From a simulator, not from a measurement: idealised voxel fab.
process module | voxel fin reveal
cross-section cut | 275 nm wide | cells 5 nm
A cross-section is a grid of square cells, given in bands from the top down. A band is one or more rows of cells.
Each band's line starts with the height of the band's top and of its bottom, in nm. Then come its materials from left to right, each with its width in nm. One material with "throughout" fills the band from edge to edge. "air" is empty space.
Height 0 is the level under which the wafer as received is all one material. The lowest band goes on downwards, as in "0 down".
A width such as "30 to 40" changes by the same amount from each row of cells to the next, from the band's top row to its bottom row.
"no change" after a step means that no cell of the cross-section changed.
closed voids: empty space of 8 cells or more with no open way to the top, each as width x height at its distance from the left edge, in nm
after a step's settings: what the simulator itself notes on the step
overlay nm, on a step with a mask: how far to the right of its planned place the mask lay; to the left if negative
plan
1 op RECEIVE | material Si
2 op CONFORMAL_DEP | material SiN | thk nm 5
3 op PATTERN | tone cover | mask id FINS | material resist | width nm 15 | pitch nm 35 | thk nm 20 | overlay nm 0
4 op DIRECTIONAL_ETCH | etch materials SiN | depth nm 5
5 op DIRECTIONAL_ETCH | etch materials Si | depth nm 40
6 op STRIP | etch materials resist
7 op OXIDIZE | depth nm 5
8 op FILL_DEP | material SiO2 | thk nm 15
9 op CMP | height nm 5
10 op SELECTIVE_ETCH | etch materials SiO2 | depth nm 25
11 op STRIP | etch materials SiN
varied across the wafers: depth nm of step 10. The plan shows the first wafer's value. All wafers start alike
first wafer as received, after step 1
  0 down: Si throughout
  closed voids: none
first wafer at the end, after step 11
  0 to -20: air 115 | Si 5 | air 30 | Si 5 | air 120
  -20 to -45: SiO2 115 | Si 5 | SiO2 30 | Si 5 | SiO2 120
  -45 down: Si throughout
  closed voids: none
last wafer at the end
  0 to -45: air 115 | Si 5 | air 30 | Si 5 | air 120
  -45 down: Si throughout
  closed voids: none
each wafer at the end: cells of each material gained (+) or lost (-) since it was received, then its closed voids
depth nm 25 | -477 Si | +265 SiO2 | closed voids: none
depth nm 30 | -477 Si | +212 SiO2 | closed voids: none
depth nm 35 | -477 Si | +159 SiO2 | closed voids: none
depth nm 40 | -477 Si | +106 SiO2 | closed voids: none
depth nm 45 | -477 Si | +53 SiO2 | closed voids: none
depth nm 50 | -477 Si | closed voids: none
